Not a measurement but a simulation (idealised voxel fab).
voxel capacitor over wiring: a process module
Shown is cross-section cut, with a width of 270 nm and square cells of size 5 nm.
Reading order for cross-sections: top band down to bottom band. Underlying form: a grid of square cells. Band size: one or more rows of cells.
In this notation a band is specified by the heights of its top and bottom, in that order and in nm, after which its materials appear from left to right, each paired with its width in nm. The word "edge to edge" attached to a single material means that material fills the band from edge to edge; the word "blank" stands for empty space.
Convention: height 0 is the level below which the wafer, as received, is all one material. The lowest band does not terminate at the bottom but continues downward, represented as "0 and below".
Per-row width for "30->40": begins at first number (top row of band), ends at second number (bottom row), increment between rows held constant.
"nothing changed" after a step means that no cell of the cross-section changed.
Reported under the label "Catalogued sealed voids" are the empty spaces having no open way to the top and comprising 8 cells or more; the notation for each is width x height at distance, in which the distance is measured from the left edge and all three values are in nm.
Anything after a step's settings on that line? It's the simulator's own note about the step.
Steps that use a mask can have "overlay nm" on their line. It says how far the mask sat to the right of where it was meant to be. Negative means to the left.

**These are the steps we planned for the process**
- 1: RECEIVE, material Si
- 2: CONFORMAL_DEP, material SiO2, thk nm 15
- 3: CONFORMAL_DEP, material SiN, thk nm 5
- 4: DIRECTIONAL_DEP, material SiO2, thk nm 20
- 5: PATTERN, tone open, mask id METAL_1, material resist, width nm 30, pitch nm 90, thk nm 20, overlay nm 0
- 6: DIRECTIONAL_ETCH, etch materials SiO2, depth nm 20
- 7: DIRECTIONAL_ETCH, etch materials SiN, depth nm 5
- 8: STRIP, etch materials resist
- 9: CONFORMAL_DEP, material TiN, thk nm 5
- 10: FILL_DEP, material Ru, thk nm 10
- 11: CMP, height nm 40
- 12: EPI, material Ru, thk nm 5
- 13: FILL_DEP, material SiCN, thk nm 5
- 14: DIRECTIONAL_DEP, material lowk, thk nm 15
- 15: DIRECTIONAL_DEP, material aC, thk nm 10
- 16: PATTERN, tone open, mask id PLUG_1, material resist, width nm 15, thk nm 25, overlay nm 0
- 17: DIRECTIONAL_ETCH, etch materials aC, depth nm 10
- 18: STRIP, etch materials resist
- 19: DIRECTIONAL_ETCH, etch materials lowk, depth nm 15
- 20: DIRECTIONAL_ETCH, etch materials SiCN, depth nm 5
- 21: STRIP, etch materials aC
- 22: CONFORMAL_DEP, material TiN, thk nm 5
- 23: FILL_DEP, material Cu, thk nm 5
- 24: CMP, height nm 65
- 25: DIRECTIONAL_DEP, material TiN, thk nm 5
- 26: DIRECTIONAL_DEP, material Al2O3, thk nm 5
- 27: DIRECTIONAL_DEP, material TiN, thk nm 10
- 28: DIRECTIONAL_DEP, material aC, thk nm 15
- 29: PATTERN, tone cover, mask id UPPER_PLATE, material resist, width nm 65, thk nm 35, overlay nm 0
- 30: DIRECTIONAL_ETCH, etch materials aC, depth nm 15
- 31: STRIP, etch materials resist
- 32: DIRECTIONAL_ETCH, etch materials TiN, depth nm 10
- 33: DIRECTIONAL_ETCH, etch materials Al2O3, depth nm 5
- 34: STRIP, etch materials aC
- 35: PATTERN, tone cover, mask id LOWER_PLATE, material resist, width nm 75, thk nm 20, overlay nm 0
- 36: DIRECTIONAL_ETCH, etch materials TiN, depth nm 5
- 37: STRIP, etch materials resist
- 38: FILL_DEP, material SiO2, thk nm 15
- 39: CMP, height nm 95
- 40: MASKED_ETCH, tone open, mask id PLUG_2, width nm 15, etch materials SiO2, depth nm 10, overlay nm 0
- 41: CONFORMAL_DEP, material TiN, thk nm 5
- 42: FILL_DEP, material Cu, thk nm 10
- 43: CMP, height nm 95
- 44: CONFORMAL_DEP, material SiCN, thk nm 5

**as received, after step 1**
  0 and below: Si edge to edge
  Catalogued sealed voids: none

**The first of the two wafers as seen in cross-section once the module was finished; processing followed the plan**
  100 down to 95: SiCN edge to edge
  95 down to 90: SiO2: 100  TiN: 5  Cu: 5  TiN: 5  SiO2: 155
  90 down to 85: SiO2: 100  TiN: 15  SiO2: 155
  85 down to 75: SiO2: 90  TiN: 65  SiO2: 115
  75 down to 70: SiO2: 90  Al2O3: 65  SiO2: 115
  70 down to 65: SiO2: 85  TiN: 75  SiO2: 110
  65 down to 50: lowk: 90  TiN: 5  Cu: 5  TiN: 5  lowk: 165
  50 down to 45: SiCN: 90  TiN: 15  SiCN: 165
  45 down to 40: SiCN: 70  Ru: 40  SiCN: 50  Ru: 40  SiCN: 70
  40 down to 20: SiO2: 75  TiN: 5  Ru: 20  TiN: 5  SiO2: 60  TiN: 5  Ru: 20  TiN: 5  SiO2: 75
  20 down to 15: SiN: 75  TiN: 30  SiN: 60  TiN: 30  SiN: 75
  15 down to 0: SiO2 edge to edge
  0 and below: Si edge to edge
  Catalogued sealed voids: none

**Wafer two (of two), end-of-module cross-section: start = wafer one, plan = wafer one, one run mistake**
  100 down to 95: SiCN edge to edge
  95 down to 90: SiO2: 100  TiN: 5  Cu: 5  TiN: 5  SiO2: 155
  90 down to 85: SiO2: 100  TiN: 15  SiO2: 155
  85 down to 75: SiO2: 90  TiN: 65  SiO2: 115
  75 down to 70: SiO2: 90  Al2O3: 65  SiO2: 115
  70 down to 65: SiO2: 85  TiN: 75  SiO2: 110
  65 down to 50: lowk: 90  TiN: 5  Cu: 5  TiN: 5  lowk: 165
  50 down to 45: SiCN: 90  TiN: 15  SiCN: 165
  45 down to 35: Ru edge to edge
  35 down to 30: TiN: 80  Ru: 20  TiN: 70  Ru: 20  TiN: 80
  30 down to 20: SiO2: 75  TiN: 5  Ru: 20  TiN: 5  SiO2: 60  TiN: 5  Ru: 20  TiN: 5  SiO2: 75
  20 down to 15: SiN: 75  TiN: 30  SiN: 60  TiN: 30  SiN: 75
  15 down to 0: SiO2 edge to edge
  0 and below: Si edge to edge
  Catalogued sealed voids: none
Heads up, the wafer didn't run the way we planned it: heads up, step 4 didn't go per plan, it actually ran as DIRECTIONAL_DEP, material SiO2, thk nm 10
Once processing is complete, comparing cell counts shows that the second wafer has more or fewer of certain materials than the first: +84 Ru; -38 SiCN; -84 SiO2; +38 TiN
